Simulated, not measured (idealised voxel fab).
Module name: voxel gate over fins (process module)
Cross-sectional view cut (width: 155 nm; square cell size: 5 nm).
A cross-section is written here as square cells arranged in a grid, and it is given in bands from the top down, each band taking up one or more rows of cells. The entry gives the band's vertical extent as a top height and a bottom height in nm, then its horizontal make-up as materials from left to right, each with a width in nm. "blank" stands for empty space; a single material marked "everywhere" fills the band edge to edge. It should be noted that heights are counted from 0, beneath which the wafer as supplied is of one material throughout, and that the lowest band possesses no lower boundary but continues downward, as written in "0 and below". Graded width ("30..40"): value in top row of band = first number; value in bottom row = second number; row-to-row change constant. Reading "all unchanged" for a step: not a cell of the cross-section changed in it. What "Closed-off voids" gives you is every empty space of 8 cells or more that is cut off from the top. Each appears as width x height at distance, with the distance taken from the left edge and width, height and distance all in nm. Step line, after settings: the simulator's comment on this step. The "overlay nm" setting may appear on a step's line; for a step that uses a mask, it gives how far to the right of its planned position the mask lay, and a negative value indicates the left.

Below is the list of planned process steps:
1 RECEIVE | material Si
2 CONFORMAL_DEP | material SiN | thk nm 10
3 DIRECTIONAL_DEP | material aC | thk nm 10
4 PATTERN | tone cover | mask id FINS | material resist | width nm 15 | pitch nm 35 | thk nm 30 | overlay nm 0
5 DIRECTIONAL_ETCH | etch materials aC | depth nm 10
6 STRIP | etch materials resist
7 DIRECTIONAL_ETCH | etch materials SiN | depth nm 10
8 DIRECTIONAL_ETCH | etch materials Si | depth nm 40
9 STRIP | etch materials aC
10 FILL_DEP | material SiO2 | thk nm 10
11 CMP | height nm 10
12 SELECTIVE_ETCH | etch materials SiO2 | depth nm 20
13 STRIP | etch materials SiN
14 CONFORMAL_DEP | material HfO2 | thk nm 5
15 CONFORMAL_DEP | material TiN | thk nm 5
16 CONFORMAL_DEP | material TiAl | thk nm 5
17 CONFORMAL_DEP | material TiN | thk nm 5
18 FILL_DEP | material W | thk nm 15
19 CMP | height nm 30
20 CONFORMAL_DEP | material SiN | thk nm 5

The following pertains to the first of two wafers, which was processed as planned:

Incoming wafer, cross-sectional view, post step 1:
- 0 and below = Si everywhere
- Closed-off voids: none

Cross-section: wafer state after step 2:
- 10 down to 0 = SiN everywhere
- Under 0: no change, same as before.

Cross-section: wafer state after step 3:
- 20 down to 10 = aC everywhere
- Under 10: no change, same as before.

Cross-section: wafer state after step 4:
- 50 down to 20 = 35 nm blank / 15 nm resist / 20 nm blank / 15 nm resist / 20 nm blank / 15 nm resist / 35 nm blank
- Under 20: no change, same as before.

Cross-section: wafer state after step 5:
- 40 down to 20 = 35 nm blank / 15 nm resist / 20 nm blank / 15 nm resist / 20 nm blank / 15 nm resist / 35 nm blank
- 20 down to 10 = 35 nm blank / 15 nm aC / 20 nm blank / 15 nm aC / 20 nm blank / 15 nm aC / 35 nm blank
- Under 10: no change, same as before.

Cross-section: wafer state after step 6:
- 20 down to 10 = 35 nm blank / 15 nm aC / 20 nm blank / 15 nm aC / 20 nm blank / 15 nm aC / 35 nm blank
- Under 10: no change, same as before.

Cross-section: wafer state after step 7:
- 20 down to 10 = 35 nm blank / 15 nm aC / 20 nm blank / 15 nm aC / 20 nm blank / 15 nm aC / 35 nm blank
- 10 down to 0 = 35 nm blank / 15 nm SiN / 20 nm blank / 15 nm SiN / 20 nm blank / 15 nm SiN / 35 nm blank
- Under 0: no change, same as before.

Cross-section: wafer state after step 8:
- 20 down to 10 = 35 nm blank / 15 nm aC / 20 nm blank / 15 nm aC / 20 nm blank / 15 nm aC / 35 nm blank
- 10 down to 0 = 35 nm blank / 15 nm SiN / 20 nm blank / 15 nm SiN / 20 nm blank / 15 nm SiN / 35 nm blank
- 0 down to -40 = 35 nm blank / 15 nm Si / 20 nm blank / 15 nm Si / 20 nm blank / 15 nm Si / 35 nm blank
- Under -40: no change, same as before.

Cross-section: wafer state after step 9:
- 10 down to 0 = 35 nm blank / 15 nm SiN / 20 nm blank / 15 nm SiN / 20 nm blank / 15 nm SiN / 35 nm blank
- Under 0: no change, same as before.

Cross-section: wafer state after step 10:
- 20 down to 10 = SiO2 everywhere
- 10 down to 0 = 35 nm SiO2 / 15 nm SiN / 20 nm SiO2 / 15 nm SiN / 20 nm SiO2 / 15 nm SiN / 35 nm SiO2
- 0 down to -40 = 35 nm SiO2 / 15 nm Si / 20 nm SiO2 / 15 nm Si / 20 nm SiO2 / 15 nm Si / 35 nm SiO2
- Under -40: no change, same as before.

Cross-section: wafer state after step 11:
- 10 down to 0 = 35 nm SiO2 / 15 nm SiN / 20 nm SiO2 / 15 nm SiN / 20 nm SiO2 / 15 nm SiN / 35 nm SiO2
- Under 0: no change, same as before.

Cross-section: wafer state after step 12:
- 10 down to 0 = 35 nm blank / 15 nm SiN / 20 nm blank / 15 nm SiN / 20 nm blank / 15 nm SiN / 35 nm blank
- 0 down to -10 = 35 nm blank / 15 nm Si / 20 nm blank / 15 nm Si / 20 nm blank / 15 nm Si / 35 nm blank
- Under -10: no change, same as before.

Cross-section: wafer state after step 13:
- 0 down to -10 = 35 nm blank / 15 nm Si / 20 nm blank / 15 nm Si / 20 nm blank / 15 nm Si / 35 nm blank
- Under -10: no change, same as before.

Cross-section: wafer state after step 14:
- 5 down to 0 = 30 nm blank / 25 nm HfO2 / 10 nm blank / 25 nm HfO2 / 10 nm blank / 25 nm HfO2 / 30 nm blank
- 0 down to -5 = 30 nm blank / 5 nm HfO2 / 15 nm Si / 5 nm HfO2 / 10 nm blank / 5 nm HfO2 / 15 nm Si / 5 nm HfO2 / 10 nm blank / 5 nm HfO2 / 15 nm Si / 5 nm HfO2 / 30 nm blank
- -5 down to -10 = 35 nm HfO2 / 15 nm Si / 20 nm HfO2 / 15 nm Si / 20 nm HfO2 / 15 nm Si / 35 nm HfO2
- Under -10: no change, same as before.

Cross-section: wafer state after step 15:
- 10 down to 5 = 25 nm blank / 105 nm TiN / 25 nm blank
- 5 down to 0 = 25 nm blank / 5 nm TiN / 25 nm HfO2 / 10 nm TiN / 25 nm HfO2 / 10 nm TiN / 25 nm HfO2 / 5 nm TiN / 25 nm blank
- 0 down to -5 = 30 nm TiN / 5 nm HfO2 / 15 nm Si / 5 nm HfO2 / 10 nm TiN / 5 nm HfO2 / 15 nm Si / 5 nm HfO2 / 10 nm TiN / 5 nm HfO2 / 15 nm Si / 5 nm HfO2 / 30 nm TiN
- Under -5: no change, same as before.

Cross-section: wafer state after step 16:
- 15 down to 10 = 20 nm blank / 115 nm TiAl / 20 nm blank
- 10 down to 5 = 20 nm blank / 5 nm TiAl / 105 nm TiN / 5 nm TiAl / 20 nm blank
- 5 down to 0 = 25 nm TiAl / 5 nm TiN / 25 nm HfO2 / 10 nm TiN / 25 nm HfO2 / 10 nm TiN / 25 nm HfO2 / 5 nm TiN / 25 nm TiAl
- Under 0: no change, same as before.

Cross-section: wafer state after step 17:
- 20 down to 15 = 15 nm blank / 125 nm TiN / 15 nm blank
- 15 down to 10 = 15 nm blank / 5 nm TiN / 115 nm TiAl / 5 nm TiN / 15 nm blank
- 10 down to 5 = 20 nm TiN / 5 nm TiAl / 105 nm TiN / 5 nm TiAl / 20 nm TiN
- Under 5: no change, same as before.

Cross-section: wafer state after step 18:
- 35 down to 20 = W everywhere
- 20 down to 15 = 15 nm W / 125 nm TiN / 15 nm W
- 15 down to 10 = 15 nm W / 5 nm TiN / 115 nm TiAl / 5 nm TiN / 15 nm W
- Under 10: no change, same as before.

Cross-section: wafer state after step 19:
- 30 down to 20 = W everywhere
- Under 20: no change, same as before.

Cross-section: wafer state after step 20:
- 35 down to 30 = SiN everywhere
- Under 30: no change, same as before.

What follows concerns the second wafer, which started out like the first and was meant to follow the very same plan; one mistake crept in when it was run, but everything up to and including step 19 is the same as for the first wafer:

The second wafer cut through, at the time step 20 was supposed to be finished:
- 45 down to 30 = SiN everywhere
- Under 30: no change, same as before.
Where did the run depart from the plan? in deviation from the planned setting, step 20 was conducted as CONFORMAL_DEP | material SiN | thk nm 15
The final cell counts differ between the wafers, with the second having more or fewer of some materials than the first: SiN +62
